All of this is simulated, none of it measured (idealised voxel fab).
Process module, titled voxel released beams
FYI the section here is cut, 250 nm wide, cells are 5 nm squares.
A cross-section is written here as square cells arranged in a grid, and it is given in bands from the top down, each band taking up one or more rows of cells.
Within each band entry, the heights of the top and of the bottom of the band appear first, in that order and in nm; the materials of the band then follow from left to right, each with its corresponding width in nm. The designation "full width" on a single material indicates that it fills the band from edge to edge; the designation "empty" indicates empty space.
Heights are expressed relative to 0, this being the level below which the as-received wafer comprises one material exclusively. The lowest band is unbounded in the downward direction and is denoted as in "0 and below".
Top row gets the first number, bottom row gets the second, and each row in between changes by the same step: that is how a band width like "30..40" works.
"all unchanged" for a step: no cell of the cross-section changed in that step.
Entry "Fully enclosed voids". Content: empty spaces with no open connection to the top, size 8 cells or greater. Each: width x height at distance. Distance: from left edge. Unit: nm.
Text after the settings on a step's line: the simulator's own remark on that step.
For masked steps, "overlay nm" on the step line gives how far right of plan the mask actually lay; a minus sign means it lay to the left.

Planned step list for the process
1) RECEIVE | material Si
2) CONFORMAL_DEP | material SiN | thk nm 5
3) DIRECTIONAL_DEP | material SiO2 | thk nm 20
4) PATTERN | tone open | mask id ANCHOR | material resist | width nm 45 | thk nm 15 | overlay nm 0
5) DIRECTIONAL_ETCH | etch materials SiO2 | depth nm 20
6) STRIP | etch materials resist
7) CONFORMAL_DEP | material TiN | thk nm 15
8) MASKED_ETCH | tone cover | mask id BEAM | width nm 130 | etch materials TiN | depth nm 15 | overlay nm 0
9) STRIP | etch materials SiO2

The cross-section here shows the wafer as received, i.e. in its state after step 1
	0 and below: Si full width
	Fully enclosed voids: none

Below is the wafer in cross-section after the module was completed. It began from the starting point shown above and followed the plan shown above, except that one mistake was made while running it
	15 down to 0: empty 55 nm, TiN 130 nm, empty 65 nm
	0 and below: Si full width
	Fully enclosed voids: none
Diagnosis: step 6 did not use the planned setting and instead ran as STRIP | etch materials SiN
